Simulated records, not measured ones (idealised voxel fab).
process module | voxel gate over fins
cross-section cut | 255 nm wide | cells 5 nm
A cross-section is a grid of square cells, given in bands from the top down. A band is one or more rows of cells.
Each band's line starts with the height of the band's top and of its bottom, in nm. Then come its materials from left to right, each with its width in nm. One material with "throughout" fills the band from edge to edge. "air" is empty space.
Height 0 is the level under which the wafer as received is all one material. The lowest band goes on downwards, as in "0 down".
A width such as "30 to 40" changes by the same amount from each row of cells to the next, from the band's top row to its bottom row.
"no change" after a step means that no cell of the cross-section changed.
closed voids: empty space of 8 cells or more with no open way to the top, each as width x height at its distance from the left edge, in nm
after a step's settings: what the simulator itself notes on the step
overlay nm, on a step with a mask: how far to the right of its planned place the mask lay; to the left if negative
Each pair below shows a cross-section before one step and the cross-section after it, down to the lowest band that changed. The line under each pair gives the step between them, with its settings. The pairs can come from different runs of this module on the same starting wafer, so a pair continues from the pair above only where its "before" says so.
before
  0 down: Si throughout
  closed voids: none
after
  5 to 0: SiN throughout
  below 0: unchanged
  closed voids: none
the step between: op CONFORMAL_DEP | material SiN | thk nm 5
before: the cross-section after the pair above
after
  5 to 0: air 70 | SiN 15 | air 35 | SiN 15 | air 35 | SiN 15 | air 70
  below 0: unchanged
  closed voids: none
the step between: op MASKED_ETCH | tone cover | mask id FINS | width nm 15 | pitch nm 50 | etch materials SiN | depth nm 5 | overlay nm 0
before: the cross-section after the pair above
after
  5 to 0: air 70 | SiN 15 | air 35 | SiN 15 | air 35 | SiN 15 | air 70
  0 to -30: air 70 | Si 15 | air 35 | Si 15 | air 35 | Si 15 | air 70
  below -30: unchanged
  closed voids: none
the step between: op MASKED_ETCH | tone cover | mask id FINS | width nm 15 | pitch nm 50 | etch materials Si | depth nm 30 | overlay nm 0
before: the cross-section after the pair above
after
  15 to 5: SiO2 throughout
  5 to 0: SiO2 70 | SiN 15 | SiO2 35 | SiN 15 | SiO2 35 | SiN 15 | SiO2 70
  0 to -30: SiO2 70 | Si 15 | SiO2 35 | Si 15 | SiO2 35 | Si 15 | SiO2 70
  below -30: unchanged
  closed voids: none
the step between: op FILL_DEP | material SiO2 | thk nm 10
before: the cross-section after the pair above
after
  5 to 0: SiO2 70 | SiN 15 | SiO2 35 | SiN 15 | SiO2 35 | SiN 15 | SiO2 70
  below 0: unchanged
  closed voids: none
the step between: op CMP | height nm 5
before: the cross-section after the pair above
after
  5 to 0: SiO2 70 | SiN 15 | SiO2 10 | air 15 | SiO2 10 | SiN 15 | SiO2 35 | SiN 15 | SiO2 70
  0 to -25: SiO2 70 | Si 15 | SiO2 10 | air 15 | SiO2 10 | Si 15 | SiO2 35 | Si 15 | SiO2 70
  below -25: unchanged
  closed voids: none
the step between: op MASKED_ETCH | tone open | mask id RAIL | width nm 15 | etch materials SiO2 | depth nm 30 | overlay nm 0
before: the cross-section after the pair above
after
  10 to 5: TiN 100 | air 5 | TiN 150
  5 to 0: SiO2 70 | SiN 15 | SiO2 10 | TiN 5 | air 5 | TiN 5 | SiO2 10 | SiN 15 | SiO2 35 | SiN 15 | SiO2 70
  0 to -20: SiO2 70 | Si 15 | SiO2 10 | TiN 5 | air 5 | TiN 5 | SiO2 10 | Si 15 | SiO2 35 | Si 15 | SiO2 70
  -20 to -25: SiO2 70 | Si 15 | SiO2 10 | TiN 15 | SiO2 10 | Si 15 | SiO2 35 | Si 15 | SiO2 70
  below -25: unchanged
  closed voids: none
the step between: op CONFORMAL_DEP | material TiN | thk nm 5
before: the cross-section after the pair above
after
  15 to 10: Ru throughout
  10 to 5: TiN 100 | Ru 5 | TiN 150
  5 to 0: SiO2 70 | SiN 15 | SiO2 10 | TiN 5 | Ru 5 | TiN 5 | SiO2 10 | SiN 15 | SiO2 35 | SiN 15 | SiO2 70
  0 to -20: SiO2 70 | Si 15 | SiO2 10 | TiN 5 | Ru 5 | TiN 5 | SiO2 10 | Si 15 | SiO2 35 | Si 15 | SiO2 70
  below -20: unchanged
  closed voids: none
the step between: op FILL_DEP | material Ru | thk nm 5
before: the cross-section after the pair above
after
  5 to 0: SiO2 70 | SiN 15 | SiO2 10 | TiN 5 | Ru 5 | TiN 5 | SiO2 10 | SiN 15 | SiO2 35 | SiN 15 | SiO2 70
  below 0: unchanged
  closed voids: none
the step between: op CMP | height nm 5
before: the cross-section after the pair above
after
  5 to 0: SiO2 70 | SiN 15 | SiO2 10 | air 15 | SiO2 10 | SiN 15 | SiO2 35 | SiN 15 | SiO2 70
  0 to -15: SiO2 70 | Si 15 | SiO2 10 | air 15 | SiO2 10 | Si 15 | SiO2 35 | Si 15 | SiO2 70
  below -15: unchanged
  closed voids: none
the step between: op SELECTIVE_ETCH | etch materials W Ru TiN | depth nm 20
before: the cross-section after the pair above
after
  10 to 5: SiO2 throughout
  5 to 0: SiO2 70 | SiN 15 | SiO2 35 | SiN 15 | SiO2 35 | SiN 15 | SiO2 70
  0 to -15: SiO2 70 | Si 15 | SiO2 35 | Si 15 | SiO2 35 | Si 15 | SiO2 70
  below -15: unchanged
  closed voids: none
the step between: op FILL_DEP | material SiO2 | thk nm 5
before: the cross-section after the pair above
after
  5 to 0: SiO2 70 | SiN 15 | SiO2 35 | SiN 15 | SiO2 35 | SiN 15 | SiO2 70
  below 0: unchanged
  closed voids: none
the step between: op CMP | height nm 5
before: the cross-section after the pair above
after
  5 to 0: air 70 | SiN 15 | air 35 | SiN 15 | air 35 | SiN 15 | air 70
  0 to -10: air 70 | Si 15 | air 35 | Si 15 | air 35 | Si 15 | air 70
  below -10: unchanged
  closed voids: none
the step between: op SELECTIVE_ETCH | etch materials SiO2 | depth nm 15
before: the cross-section after the pair above
after
  0 to -10: air 70 | Si 15 | air 35 | Si 15 | air 35 | Si 15 | air 70
  below -10: unchanged
  closed voids: none
the step between: op STRIP | etch materials SiN
before: the cross-section after the pair above
after
  5 to 0: air 65 | HfO2 25 | air 25 | HfO2 25 | air 25 | HfO2 25 | air 65
  0 to -5: air 65 | HfO2 5 | Si 15 | HfO2 5 | air 25 | HfO2 5 | Si 15 | HfO2 5 | air 25 | HfO2 5 | Si 15 | HfO2 5 | air 65
  -5 to -10: HfO2 70 | Si 15 | HfO2 35 | Si 15 | HfO2 35 | Si 15 | HfO2 70
  below -10: unchanged
  closed voids: none
the step between: op CONFORMAL_DEP | material HfO2 | thk nm 5
before: the cross-section after the pair above
after
  10 to 5: air 60 | TiN 35 | air 15 | TiN 35 | air 15 | TiN 35 | air 60
  5 to 0: air 60 | TiN 5 | HfO2 25 | TiN 5 | air 15 | TiN 5 | HfO2 25 | TiN 5 | air 15 | TiN 5 | HfO2 25 | TiN 5 | air 60
  0 to -5: TiN 65 | HfO2 5 | Si 15 | HfO2 5 | TiN 25 | HfO2 5 | Si 15 | HfO2 5 | TiN 25 | HfO2 5 | Si 15 | HfO2 5 | TiN 65
  below -5: unchanged
  closed voids: none
the step between: op CONFORMAL_DEP | material TiN | thk nm 5
before: the cross-section after the pair above
after
  15 to 10: air 55 | TiAl 45 | air 5 | TiAl 45 | air 5 | TiAl 45 | air 55
  10 to 5: air 55 | TiAl 5 | TiN 35 | TiAl 5 | air 5 | TiAl 5 | TiN 35 | TiAl 5 | air 5 | TiAl 5 | TiN 35 | TiAl 5 | air 55
  5 to 0: TiAl 60 | TiN 5 | HfO2 25 | TiN 5 | TiAl 15 | TiN 5 | HfO2 25 | TiN 5 | TiAl 15 | TiN 5 | HfO2 25 | TiN 5 | TiAl 60
  below 0: unchanged
  closed voids: none
the step between: op CONFORMAL_DEP | material TiAl | thk nm 5
before: the cross-section after the pair above
after
  20 to 15: air 50 | TiN 155 | air 50
  15 to 10: air 50 | TiN 5 | TiAl 45 | TiN 5 | TiAl 45 | TiN 5 | TiAl 45 | TiN 5 | air 50
  10 to 5: TiN 55 | TiAl 5 | TiN 35 | TiAl 5 | TiN 5 | TiAl 5 | TiN 35 | TiAl 5 | TiN 5 | TiAl 5 | TiN 35 | TiAl 5 | TiN 55
  below 5: unchanged
  closed voids: none
the step between: op CONFORMAL_DEP | material TiN | thk nm 5
before: the cross-section after the pair above
after
  30 to 20: W throughout
  20 to 15: W 50 | TiN 155 | W 50
  15 to 10: W 50 | TiN 5 | TiAl 45 | TiN 5 | TiAl 45 | TiN 5 | TiAl 45 | TiN 5 | W 50
  below 10: unchanged
  closed voids: none
the step between: op FILL_DEP | material W | thk nm 10
before: the cross-section after the pair above
after
  25 to 20: W throughout
  below 20: unchanged
  closed voids: none
the step between: op CMP | height nm 25
before: the cross-section after the pair above
after
  30 to 25: SiCN throughout
  below 25: unchanged
  closed voids: none
the step between: op CONFORMAL_DEP | material SiCN | thk nm 5
before
  10 to 5: air 60 | TiN 35 | air 15 | TiN 35 | air 15 | TiN 35 | air 60
  5 to 0: air 60 | TiN 5 | HfO2 25 | TiN 5 | air 15 | TiN 5 | HfO2 25 | TiN 5 | air 15 | TiN 5 | HfO2 25 | TiN 5 | air 60
  0 to -5: TiN 65 | HfO2 5 | Si 15 | HfO2 5 | TiN 25 | HfO2 5 | Si 15 | HfO2 5 | TiN 25 | HfO2 5 | Si 15 | HfO2 5 | TiN 65
  -5 to -10: HfO2 70 | Si 15 | HfO2 35 | Si 15 | HfO2 35 | Si 15 | HfO2 70
  -10 to -15: SiO2 70 | Si 15 | SiO2 35 | Si 15 | SiO2 35 | Si 15 | SiO2 70
  -15 to -20: SiO2 70 | Si 15 | SiO2 10 | TiN 5 | Ru 5 | TiN 5 | SiO2 10 | Si 15 | SiO2 35 | Si 15 | SiO2 70
  -20 to -25: SiO2 70 | Si 15 | SiO2 10 | TiN 15 | SiO2 10 | Si 15 | SiO2 35 | Si 15 | SiO2 70
  -25 to -30: SiO2 70 | Si 15 | SiO2 35 | Si 15 | SiO2 35 | Si 15 | SiO2 70
  -30 down: Si throughout
  closed voids: none
after
  15 to 5: air 55 | TiN 45 | air 5 | TiN 45 | air 5 | TiN 45 | air 55
  5 to 0: TiN 65 | HfO2 25 | TiN 25 | HfO2 25 | TiN 25 | HfO2 25 | TiN 65
  below 0: unchanged
  closed voids: none
the step between: op CONFORMAL_DEP | material TiN | thk nm 5
before: the cross-section after the pair above
after
  25 to 15: W throughout
  15 to 5: W 55 | TiN 45 | W 5 | TiN 45 | W 5 | TiN 45 | W 55
  below 5: unchanged
  closed voids: none
the step between: op FILL_DEP | material W | thk nm 10
before: the cross-section after the pair above
after
  30 to 25: SiCN throughout
  below 25: unchanged
  closed voids: none
the step between: op CONFORMAL_DEP | material SiCN | thk nm 5
before
  5 to 0: air 70 | SiN 15 | air 35 | SiN 15 | air 35 | SiN 15 | air 70
  0 to -10: air 70 | Si 15 | air 35 | Si 15 | air 35 | Si 15 | air 70
  -10 to -15: SiO2 70 | Si 15 | SiO2 35 | Si 15 | SiO2 35 | Si 15 | SiO2 70
  -15 to -20: SiO2 70 | Si 15 | SiO2 10 | TiN 5 | Ru 5 | TiN 5 | SiO2 10 | Si 15 | SiO2 35 | Si 15 | SiO2 70
  -20 to -25: SiO2 70 | Si 15 | SiO2 10 | TiN 15 | SiO2 10 | Si 15 | SiO2 35 | Si 15 | SiO2 70
  -25 to -30: SiO2 70 | Si 15 | SiO2 35 | Si 15 | SiO2 35 | Si 15 | SiO2 70
  -30 down: Si throughout
  closed voids: none
after
  5 to 0: air 70 | SiN 15 | air 35 | SiN 15 | air 35 | SiN 15 | air 70
  0 to -15: air 70 | Si 15 | air 35 | Si 15 | air 35 | Si 15 | air 70
  -15 to -20: air 70 | Si 15 | air 10 | TiN 5 | Ru 5 | TiN 5 | air 10 | Si 15 | air 35 | Si 15 | air 70
  -20 to -25: air 70 | Si 15 | air 10 | TiN 15 | air 10 | Si 15 | air 35 | Si 15 | air 70
  below -25: unchanged
  closed voids: none
the step between: op SELECTIVE_ETCH | etch materials SiO2 | depth nm 15
before: the cross-section after the pair above
after
  0 to -15: air 70 | Si 15 | air 35 | Si 15 | air 35 | Si 15 | air 70
  below -15: unchanged
  closed voids: none
the step between: op STRIP | etch materials SiN
before: the cross-section after the pair above
after
  5 to 0: air 65 | HfO2 25 | air 25 | HfO2 25 | air 25 | HfO2 25 | air 65
  0 to -10: air 65 | HfO2 5 | Si 15 | HfO2 5 | air 25 | HfO2 5 | Si 15 | HfO2 5 | air 25 | HfO2 5 | Si 15 | HfO2 5 | air 65
  -10 to -15: air 65 | HfO2 5 | Si 15 | HfO2 35 | Si 15 | HfO2 5 | air 25 | HfO2 5 | Si 15 | HfO2 5 | air 65
  -15 to -20: air 65 | HfO2 5 | Si 15 | HfO2 10 | TiN 5 | Ru 5 | TiN 5 | HfO2 10 | Si 15 | HfO2 5 | air 25 | HfO2 5 | Si 15 | HfO2 5 | air 65
  -20 to -25: HfO2 70 | Si 15 | HfO2 10 | TiN 15 | HfO2 10 | Si 15 | HfO2 35 | Si 15 | HfO2 70
  below -25: unchanged
  closed voids: none
the step between: op CONFORMAL_DEP | material HfO2 | thk nm 5
before: the cross-section after the pair above
after
  10 to 5: air 60 | TiN 35 | air 15 | TiN 35 | air 15 | TiN 35 | air 60
  5 to 0: air 60 | TiN 5 | HfO2 25 | TiN 5 | air 15 | TiN 5 | HfO2 25 | TiN 5 | air 15 | TiN 5 | HfO2 25 | TiN 5 | air 60
  0 to -5: air 60 | TiN 5 | HfO2 5 | Si 15 | HfO2 5 | TiN 5 | air 15 | TiN 5 | HfO2 5 | Si 15 | HfO2 5 | TiN 5 | air 15 | TiN 5 | HfO2 5 | Si 15 | HfO2 5 | TiN 5 | air 60
  -5 to -10: air 60 | TiN 5 | HfO2 5 | Si 15 | HfO2 5 | TiN 25 | HfO2 5 | Si 15 | HfO2 5 | TiN 5 | air 15 | TiN 5 | HfO2 5 | Si 15 | HfO2 5 | TiN 5 | air 60
  -10 to -15: air 60 | TiN 5 | HfO2 5 | Si 15 | HfO2 35 | Si 15 | HfO2 5 | TiN 5 | air 15 | TiN 5 | HfO2 5 | Si 15 | HfO2 5 | TiN 5 | air 60
  -15 to -20: TiN 65 | HfO2 5 | Si 15 | HfO2 10 | TiN 5 | Ru 5 | TiN 5 | HfO2 10 | Si 15 | HfO2 5 | TiN 25 | HfO2 5 | Si 15 | HfO2 5 | TiN 65
  below -20: unchanged
  closed voids: none
the step between: op CONFORMAL_DEP | material TiN | thk nm 5
before: the cross-section after the pair above
after
  15 to 10: air 55 | TiAl 45 | air 5 | TiAl 45 | air 5 | TiAl 45 | air 55
  10 to 5: air 55 | TiAl 5 | TiN 35 | TiAl 5 | air 5 | TiAl 5 | TiN 35 | TiAl 5 | air 5 | TiAl 5 | TiN 35 | TiAl 5 | air 55
  5 to 0: air 55 | TiAl 5 | TiN 5 | HfO2 25 | TiN 5 | TiAl 5 | air 5 | TiAl 5 | TiN 5 | HfO2 25 | TiN 5 | TiAl 5 | air 5 | TiAl 5 | TiN 5 | HfO2 25 | TiN 5 | TiAl 5 | air 55
  0 to -5: air 55 | TiAl 5 | TiN 5 | HfO2 5 | Si 15 | HfO2 5 | TiN 5 | TiAl 15 | TiN 5 | HfO2 5 | Si 15 | HfO2 5 | TiN 5 | TiAl 5 | air 5 | TiAl 5 | TiN 5 | HfO2 5 | Si 15 | HfO2 5 | TiN 5 | TiAl 5 | air 55
  -5 to -10: air 55 | TiAl 5 | TiN 5 | HfO2 5 | Si 15 | HfO2 5 | TiN 25 | HfO2 5 | Si 15 | HfO2 5 | TiN 5 | TiAl 5 | air 5 | TiAl 5 | TiN 5 | HfO2 5 | Si 15 | HfO2 5 | TiN 5 | TiAl 5 | air 55
  -10 to -15: TiAl 60 | TiN 5 | HfO2 5 | Si 15 | HfO2 35 | Si 15 | HfO2 5 | TiN 5 | TiAl 15 | TiN 5 | HfO2 5 | Si 15 | HfO2 5 | TiN 5 | TiAl 60
  below -15: unchanged
  closed voids: none
the step between: op CONFORMAL_DEP | material TiAl | thk nm 5
before: the cross-section after the pair above
after
  20 to 15: air 50 | TiN 155 | air 50
  15 to 10: air 50 | TiN 5 | TiAl 45 | TiN 5 | TiAl 45 | TiN 5 | TiAl 45 | TiN 5 | air 50
  10 to 5: air 50 | TiN 5 | TiAl 5 | TiN 35 | TiAl 5 | TiN 5 | TiAl 5 | TiN 35 | TiAl 5 | TiN 5 | TiAl 5 | TiN 35 | TiAl 5 | TiN 5 | air 50
  5 to 0: air 50 | TiN 5 | TiAl 5 | TiN 5 | HfO2 25 | TiN 5 | TiAl 5 | TiN 5 | TiAl 5 | TiN 5 | HfO2 25 | TiN 5 | TiAl 5 | TiN 5 | TiAl 5 | TiN 5 | HfO2 25 | TiN 5 | TiAl 5 | TiN 5 | air 50
  0 to -5: air 50 | TiN 5 | TiAl 5 | TiN 5 | HfO2 5 | Si 15 | HfO2 5 | TiN 5 | TiAl 15 | TiN 5 | HfO2 5 | Si 15 | HfO2 5 | TiN 5 | TiAl 5 | TiN 5 | TiAl 5 | TiN 5 | HfO2 5 | Si 15 | HfO2 5 | TiN 5 | TiAl 5 | TiN 5 | air 50
  -5 to -10: TiN 55 | TiAl 5 | TiN 5 | HfO2 5 | Si 15 | HfO2 5 | TiN 25 | HfO2 5 | Si 15 | HfO2 5 | TiN 5 | TiAl 5 | TiN 5 | TiAl 5 | TiN 5 | HfO2 5 | Si 15 | HfO2 5 | TiN 5 | TiAl 5 | TiN 55
  below -10: unchanged
  closed voids: none
the step between: op CONFORMAL_DEP | material TiN | thk nm 5
before: the cross-section after the pair above
after
  30 to 20: W throughout
  20 to 15: W 50 | TiN 155 | W 50
  15 to 10: W 50 | TiN 5 | TiAl 45 | TiN 5 | TiAl 45 | TiN 5 | TiAl 45 | TiN 5 | W 50
  10 to 5: W 50 | TiN 5 | TiAl 5 | TiN 35 | TiAl 5 | TiN 5 | TiAl 5 | TiN 35 | TiAl 5 | TiN 5 | TiAl 5 | TiN 35 | TiAl 5 | TiN 5 | W 50
  5 to 0: W 50 | TiN 5 | TiAl 5 | TiN 5 | HfO2 25 | TiN 5 | TiAl 5 | TiN 5 | TiAl 5 | TiN 5 | HfO2 25 | TiN 5 | TiAl 5 | TiN 5 | TiAl 5 | TiN 5 | HfO2 25 | TiN 5 | TiAl 5 | TiN 5 | W 50
  0 to -5: W 50 | TiN 5 | TiAl 5 | TiN 5 | HfO2 5 | Si 15 | HfO2 5 | TiN 5 | TiAl 15 | TiN 5 | HfO2 5 | Si 15 | HfO2 5 | TiN 5 | TiAl 5 | TiN 5 | TiAl 5 | TiN 5 | HfO2 5 | Si 15 | HfO2 5 | TiN 5 | TiAl 5 | TiN 5 | W 50
  below -5: unchanged
  closed voids: none
the step between: op FILL_DEP | material W | thk nm 10
before: the cross-section after the pair above
after
  25 to 20: W throughout
  below 20: unchanged
  closed voids: none
the step between: op CMP | height nm 25
before: the cross-section after the pair above
after
  30 to 25: SiCN throughout
  below 25: unchanged
  closed voids: none
the step between: op CONFORMAL_DEP | material SiCN | thk nm 5
before
  5 to 0: SiO2 70 | SiN 15 | SiO2 35 | SiN 15 | SiO2 35 | SiN 15 | SiO2 70
  0 to -15: SiO2 70 | Si 15 | SiO2 35 | Si 15 | SiO2 35 | Si 15 | SiO2 70
  -15 to -20: SiO2 70 | Si 15 | SiO2 10 | TiN 5 | Ru 5 | TiN 5 | SiO2 10 | Si 15 | SiO2 35 | Si 15 | SiO2 70
  -20 to -25: SiO2 70 | Si 15 | SiO2 10 | TiN 15 | SiO2 10 | Si 15 | SiO2 35 | Si 15 | SiO2 70
  -25 to -30: SiO2 70 | Si 15 | SiO2 35 | Si 15 | SiO2 35 | Si 15 | SiO2 70
  -30 down: Si throughout
  closed voids: none
after
  5 to 0: SiO2 70 | air 15 | SiO2 35 | air 15 | SiO2 35 | air 15 | SiO2 70
  below 0: unchanged
  closed voids: none
the step between: op STRIP | etch materials SiN
before: the cross-section after the pair above
after
  0 to -10: air 70 | Si 15 | air 35 | Si 15 | air 35 | Si 15 | air 70
  -10 to -15: SiO2 55 | air 15 | Si 15 | air 15 | SiO2 5 | air 15 | Si 15 | air 15 | SiO2 5 | air 15 | Si 15 | air 15 | SiO2 55
  below -15: unchanged
  closed voids: none
the step between: op SELECTIVE_ETCH | etch materials SiO2 | depth nm 15
before: the cross-section after the pair above
after
  5 to 0: air 65 | HfO2 25 | air 25 | HfO2 25 | air 25 | HfO2 25 | air 65
  0 to -5: air 65 | HfO2 5 | Si 15 | HfO2 5 | air 25 | HfO2 5 | Si 15 | HfO2 5 | air 25 | HfO2 5 | Si 15 | HfO2 5 | air 65
  -5 to -10: HfO2 60 | air 5 | HfO2 5 | Si 15 | HfO2 5 | air 5 | HfO2 15 | air 5 | HfO2 5 | Si 15 | HfO2 5 | air 5 | HfO2 15 | air 5 | HfO2 5 | Si 15 | HfO2 5 | air 5 | HfO2 60
  -10 to -15: SiO2 55 | HfO2 15 | Si 15 | HfO2 15 | SiO2 5 | HfO2 15 | Si 15 | HfO2 15 | SiO2 5 | HfO2 15 | Si 15 | HfO2 15 | SiO2 55
  below -15: unchanged
  closed voids: none
the step between: op CONFORMAL_DEP | material HfO2 | thk nm 5
before: the cross-section after the pair above
after
  10 to 5: air 60 | TiN 35 | air 15 | TiN 35 | air 15 | TiN 35 | air 60
  5 to 0: air 60 | TiN 5 | HfO2 25 | TiN 5 | air 15 | TiN 5 | HfO2 25 | TiN 5 | air 15 | TiN 5 | HfO2 25 | TiN 5 | air 60
  0 to -5: TiN 65 | HfO2 5 | Si 15 | HfO2 5 | TiN 25 | HfO2 5 | Si 15 | HfO2 5 | TiN 25 | HfO2 5 | Si 15 | HfO2 5 | TiN 65
  -5 to -10: HfO2 60 | TiN 5 | HfO2 5 | Si 15 | HfO2 5 | TiN 5 | HfO2 15 | TiN 5 | HfO2 5 | Si 15 | HfO2 5 | TiN 5 | HfO2 15 | TiN 5 | HfO2 5 | Si 15 | HfO2 5 | TiN 5 | HfO2 60
  below -10: unchanged
  closed voids: none
the step between: op CONFORMAL_DEP | material TiN | thk nm 5
before: the cross-section after the pair above
after
  15 to 10: air 55 | TiAl 45 | air 5 | TiAl 45 | air 5 | TiAl 45 | air 55
  10 to 5: air 55 | TiAl 5 | TiN 35 | TiAl 5 | air 5 | TiAl 5 | TiN 35 | TiAl 5 | air 5 | TiAl 5 | TiN 35 | TiAl 5 | air 55
  5 to 0: TiAl 60 | TiN 5 | HfO2 25 | TiN 5 | TiAl 15 | TiN 5 | HfO2 25 | TiN 5 | TiAl 15 | TiN 5 | HfO2 25 | TiN 5 | TiAl 60
  below 0: unchanged
  closed voids: none
the step between: op CONFORMAL_DEP | material TiAl | thk nm 5
before: the cross-section after the pair above
after
  20 to 15: air 50 | TiN 155 | air 50
  15 to 10: air 50 | TiN 5 | TiAl 45 | TiN 5 | TiAl 45 | TiN 5 | TiAl 45 | TiN 5 | air 50
  10 to 5: TiN 55 | TiAl 5 | TiN 35 | TiAl 5 | TiN 5 | TiAl 5 | TiN 35 | TiAl 5 | TiN 5 | TiAl 5 | TiN 35 | TiAl 5 | TiN 55
  below 5: unchanged
  closed voids: none
the step between: op CONFORMAL_DEP | material TiN | thk nm 5
before: the cross-section after the pair above
after
  30 to 20: W throughout
  20 to 15: W 50 | TiN 155 | W 50
  15 to 10: W 50 | TiN 5 | TiAl 45 | TiN 5 | TiAl 45 | TiN 5 | TiAl 45 | TiN 5 | W 50
  below 10: unchanged
  closed voids: none
the step between: op FILL_DEP | material W | thk nm 10
before: the cross-section after the pair above
after
  25 to 20: W throughout
  below 20: unchanged
  closed voids: none
the step between: op CMP | height nm 25
before: the cross-section after the pair above
after
  30 to 25: SiCN throughout
  below 25: unchanged
  closed voids: none
the step between: op CONFORMAL_DEP | material SiCN | thk nm 5
before
  5 to 0: SiO2 70 | SiN 15 | SiO2 35 | SiN 15 | SiO2 35 | SiN 15 | SiO2 70
  0 to -15: SiO2 70 | Si 15 | SiO2 35 | Si 15 | SiO2 35 | Si 15 | SiO2 70
  -15 to -20: SiO2 70 | Si 15 | SiO2 10 | TiN 5 | Ru 5 | TiN 5 | SiO2 10 | Si 15 | SiO2 35 | Si 15 | SiO2 70
  -20 to -25: SiO2 70 | Si 15 | SiO2 10 | TiN 15 | SiO2 10 | Si 15 | SiO2 35 | Si 15 | SiO2 70
  -25 to -30: SiO2 70 | Si 15 | SiO2 35 | Si 15 | SiO2 35 | Si 15 | SiO2 70
  -30 down: Si throughout
  closed voids: none
after
  5 to 0: air 70 | SiN 15 | air 35 | SiN 15 | air 35 | SiN 15 | air 70
  below 0: unchanged
  closed voids: none
the step between: op SELECTIVE_ETCH | etch materials SiO2 | depth nm 5
before: the cross-section after the pair above
after
  0 to -15: SiO2 70 | Si 15 | SiO2 35 | Si 15 | SiO2 35 | Si 15 | SiO2 70
  below -15: unchanged
  closed voids: none
the step between: op STRIP | etch materials SiN
before: the cross-section after the pair above
after
  5 to 0: HfO2 throughout
  below 0: unchanged
  closed voids: none
the step between: op CONFORMAL_DEP | material HfO2 | thk nm 5
before: the cross-section after the pair above
after
  10 to 5: TiN throughout
  below 5: unchanged
  closed voids: none
the step between: op CONFORMAL_DEP | material TiN | thk nm 5
before: the cross-section after the pair above
after
  15 to 10: TiAl throughout
  below 10: unchanged
  closed voids: none
the step between: op CONFORMAL_DEP | material TiAl | thk nm 5
before: the cross-section after the pair above
after
  20 to 15: TiN throughout
  below 15: unchanged
  closed voids: none
the step between: op CONFORMAL_DEP | material TiN | thk nm 5
before: the cross-section after the pair above
after
  30 to 20: W throughout
  below 20: unchanged
  closed voids: none
the step between: op FILL_DEP | material W | thk nm 10
before: the cross-section after the pair above
after
  25 to 20: W throughout
  below 20: unchanged
  closed voids: none
the step between: op CMP | height nm 25
before: the cross-section after the pair above
after
  30 to 25: SiCN throughout
  below 25: unchanged
  closed voids: none
the step between: op CONFORMAL_DEP | material SiCN | thk nm 5
before
  5 to 0: SiO2 70 | SiN 15 | SiO2 35 | SiN 15 | SiO2 35 | SiN 15 | SiO2 70
  0 to -30: SiO2 70 | Si 15 | SiO2 35 | Si 15 | SiO2 35 | Si 15 | SiO2 70
  -30 down: Si throughout
  closed voids: none
after
  5 to 0: SiO2 70 | SiN 15 | SiO2 10 | air 20 | SiO2 5 | SiN 15 | SiO2 35 | SiN 15 | SiO2 70
  0 to -25: SiO2 70 | Si 15 | SiO2 10 | air 20 | SiO2 5 | Si 15 | SiO2 35 | Si 15 | SiO2 70
  below -25: unchanged
  closed voids: none
the step between: op MASKED_ETCH | tone open | mask id RAIL | width nm 20 | etch materials SiO2 | depth nm 30 | overlay nm 0
before: the cross-section after the pair above
after
  10 to 5: TiN 100 | air 10 | TiN 145
  5 to 0: SiO2 70 | SiN 15 | SiO2 10 | TiN 5 | air 10 | TiN 5 | SiO2 5 | SiN 15 | SiO2 35 | SiN 15 | SiO2 70
  0 to -20: SiO2 70 | Si 15 | SiO2 10 | TiN 5 | air 10 | TiN 5 | SiO2 5 | Si 15 | SiO2 35 | Si 15 | SiO2 70
  -20 to -25: SiO2 70 | Si 15 | SiO2 10 | TiN 20 | SiO2 5 | Si 15 | SiO2 35 | Si 15 | SiO2 70
  below -25: unchanged
  closed voids: none
the step between: op CONFORMAL_DEP | material TiN | thk nm 5
before: the cross-section after the pair above
after
  15 to 10: Ru throughout
  10 to 5: TiN 100 | Ru 10 | TiN 145
  5 to 0: SiO2 70 | SiN 15 | SiO2 10 | TiN 5 | Ru 10 | TiN 5 | SiO2 5 | SiN 15 | SiO2 35 | SiN 15 | SiO2 70
  0 to -20: SiO2 70 | Si 15 | SiO2 10 | TiN 5 | Ru 10 | TiN 5 | SiO2 5 | Si 15 | SiO2 35 | Si 15 | SiO2 70
  below -20: unchanged
  closed voids: none
the step between: op FILL_DEP | material Ru | thk nm 5
before: the cross-section after the pair above
after
  5 to 0: SiO2 70 | SiN 15 | SiO2 10 | TiN 5 | Ru 10 | TiN 5 | SiO2 5 | SiN 15 | SiO2 35 | SiN 15 | SiO2 70
  below 0: unchanged
  closed voids: none
the step between: op CMP | height nm 5
before: the cross-section after the pair above
after
  5 to 0: SiO2 70 | SiN 15 | SiO2 10 | air 20 | SiO2 5 | SiN 15 | SiO2 35 | SiN 15 | SiO2 70
  0 to -15: SiO2 70 | Si 15 | SiO2 10 | air 20 | SiO2 5 | Si 15 | SiO2 35 | Si 15 | SiO2 70
  below -15: unchanged
  closed voids: none
the step between: op SELECTIVE_ETCH | etch materials W Ru TiN | depth nm 20
before: the cross-section after the pair above
after
  10 to 5: SiO2 throughout
  5 to 0: SiO2 70 | SiN 15 | SiO2 35 | SiN 15 | SiO2 35 | SiN 15 | SiO2 70
  0 to -15: SiO2 70 | Si 15 | SiO2 35 | Si 15 | SiO2 35 | Si 15 | SiO2 70
  below -15: unchanged
  closed voids: none
the step between: op FILL_DEP | material SiO2 | thk nm 5
before: the cross-section after the pair above
after
  5 to 0: SiO2 70 | SiN 15 | SiO2 35 | SiN 15 | SiO2 35 | SiN 15 | SiO2 70
  below 0: unchanged
  closed voids: none
the step between: op CMP | height nm 5
before: the cross-section after the pair above
after
  5 to 0: air 70 | SiN 15 | air 35 | SiN 15 | air 35 | SiN 15 | air 70
  0 to -10: air 70 | Si 15 | air 35 | Si 15 | air 35 | Si 15 | air 70
  below -10: unchanged
  closed voids: none
the step between: op SELECTIVE_ETCH | etch materials SiO2 | depth nm 15
before: the cross-section after the pair above
after
  0 to -10: air 70 | Si 15 | air 35 | Si 15 | air 35 | Si 15 | air 70
  below -10: unchanged
  closed voids: none
the step between: op STRIP | etch materials SiN
before: the cross-section after the pair above
after
  5 to 0: air 65 | HfO2 25 | air 25 | HfO2 25 | air 25 | HfO2 25 | air 65
  0 to -5: air 65 | HfO2 5 | Si 15 | HfO2 5 | air 25 | HfO2 5 | Si 15 | HfO2 5 | air 25 | HfO2 5 | Si 15 | HfO2 5 | air 65
  -5 to -10: HfO2 70 | Si 15 | HfO2 35 | Si 15 | HfO2 35 | Si 15 | HfO2 70
  below -10: unchanged
  closed voids: none
the step between: op CONFORMAL_DEP | material HfO2 | thk nm 5
